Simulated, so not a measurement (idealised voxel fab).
voxel trench capacitor: a process module
The width of the displayed cross-section, cut, is 210 nm; its cells are square, with a size of 5 nm.
Think of the cross-section as a grid of square cells. We describe it in bands, top to bottom, and each band covers one or more rows of those cells.
Each band's line starts with the height of the band's top and of its bottom, in nm. Then come its materials from left to right, each with its width in nm. One material with "full width" fills the band from edge to edge. "air" is empty space.
Ref level 0: as-received wafer is one material below here. Bottom band extends down with no lower bound ("from 0 down").
The width entry "30->40" should be interpreted row by row: the top row of cells in the band takes the first number, the bottom row takes the second number, and the change between adjacent rows is uniform throughout.
The designation "stayed the same", where it is given for a processing step, indicates that no cell of the cross-section was altered in the course of that step.
Voids not open to the top, 8 cells minimum: see "Trapped cavities". Written width x height at distance; distance is from the left edge; nm.
Text after the settings on a step's line: the simulator's own remark on that step.
overlay nm: on a step with a mask, how far right of its planned place the mask lay; negative means left.
Here's what the planned process steps look like
1,RECEIVE: material Si
2,CONFORMAL_DEP: material SiN, thk nm 5
3,MASKED_ETCH: tone open, mask id TRENCH, width nm 30, pitch nm 60, etch materials SiN, depth nm 5, overlay nm 0
4,MASKED_ETCH: tone open, mask id TRENCH, width nm 30, pitch nm 60, etch materials Si, depth nm 30, overlay nm 0
5,CONFORMAL_DEP: material Al2O3, thk nm 5
6,CONFORMAL_DEP: material TiN, thk nm 5
7,FILL_DEP: material W, thk nm 10
8,CMP: height nm 5
The cross-section here shows the wafer as received, i.e. in its state after step 1
- from 0 down | Si full width
- Trapped cavities: none
First of two wafers, end-of-module section, run followed plan
- from 5 to 0 | SiN=30; Al2O3=5; TiN=5; W=10; TiN=5; Al2O3=5; SiN=30; Al2O3=5; TiN=5; W=10; TiN=5; Al2O3=5; SiN=30; Al2O3=5; TiN=5; W=10; TiN=5; Al2O3=5; SiN=30
- from 0 to -20 | Si=30; Al2O3=5; TiN=5; W=10; TiN=5; Al2O3=5; Si=30; Al2O3=5; TiN=5; W=10; TiN=5; Al2O3=5; Si=30; Al2O3=5; TiN=5; W=10; TiN=5; Al2O3=5; Si=30
- from -20 to -25 | Si=30; Al2O3=5; TiN=20; Al2O3=5; Si=30; Al2O3=5; TiN=20; Al2O3=5; Si=30; Al2O3=5; TiN=20; Al2O3=5; Si=30
- from -25 to -30 | Si=30; Al2O3=30; Si=30; Al2O3=30; Si=30; Al2O3=30; Si=30
- from -30 down | Si full width
- Trapped cavities: none
Wafer two, sectioned after the module: the first wafer's start, the first wafer's plan, and one mistake in how it was run
- from 5 to 0 | SiN=30; TiN=10; W=10; TiN=10; SiN=30; TiN=10; W=10; TiN=10; SiN=30; TiN=10; W=10; TiN=10; SiN=30
- from 0 to -20 | Si=30; TiN=10; W=10; TiN=10; Si=30; TiN=10; W=10; TiN=10; Si=30; TiN=10; W=10; TiN=10; Si=30
- from -20 to -30 | Si=30; TiN=30; Si=30; TiN=30; Si=30; TiN=30; Si=30
- from -30 down | Si full width
- Trapped cavities: none
Misprocessing identified: step 5 deviated from plan and actually ran as CONFORMAL_DEP: material TiN, thk nm 5
Looking at both finished wafers in cells, the second ends up ahead of or behind the first on some materials: -54 Al2O3; +54 TiN
